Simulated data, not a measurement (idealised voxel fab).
process module | voxel released beams
cross-section cut | 165 nm wide | cells 5 nm
A cross-section is a grid of square cells, given in bands from the top down. A band is one or more rows of cells.
Each band's line starts with the height of the band's top and of its bottom, in nm. Then come its materials from left to right, each with its width in nm. One material with "throughout" fills the band from edge to edge. "air" is empty space.
Height 0 is the level under which the wafer as received is all one material. The lowest band goes on downwards, as in "0 down".
A width such as "30 to 40" changes by the same amount from each row of cells to the next, from the band's top row to its bottom row.
"no change" after a step means that no cell of the cross-section changed.
closed voids: empty space of 8 cells or more with no open way to the top, each as width x height at its distance from the left edge, in nm
after a step's settings: what the simulator itself notes on the step
overlay nm, on a step with a mask: how far to the right of its planned place the mask lay; to the left if negative
plan
1 op RECEIVE | material Si
2 op CONFORMAL_DEP | material SiN | thk nm 10
3 op DIRECTIONAL_DEP | material SiO2 | thk nm 15
4 op PATTERN | tone open | mask id ANCHOR | material resist | width nm 40 | thk nm 15 | overlay nm 0
5 op DIRECTIONAL_ETCH | etch materials SiO2 | depth nm 15
6 op STRIP | etch materials resist
7 op CONFORMAL_DEP | material W | thk nm 15
8 op DIRECTIONAL_DEP | material aC | thk nm 10
9 op PATTERN | tone cover | mask id BEAM | material resist | width nm 110 | thk nm 30 | overlay nm 0
10 op DIRECTIONAL_ETCH | etch materials aC | depth nm 10
11 op STRIP | etch materials resist
12 op DIRECTIONAL_ETCH | etch materials W | depth nm 15
13 op STRIP | etch materials aC
14 op STRIP | etch materials SiO2
as received, after step 1
  0 down: Si throughout
  closed voids: none
a wafer at the end: this start, this plan, one mistake
  50 to 35: air 25 | W 110 | air 30
  35 to 25: W throughout
  25 to 10: SiO2 30 | W 40 | SiO2 95
  10 to 0: SiN throughout
  0 down: Si throughout
  closed voids: none
what went wrong: step 7 ran as: op CONFORMAL_DEP | material W | thk nm 25
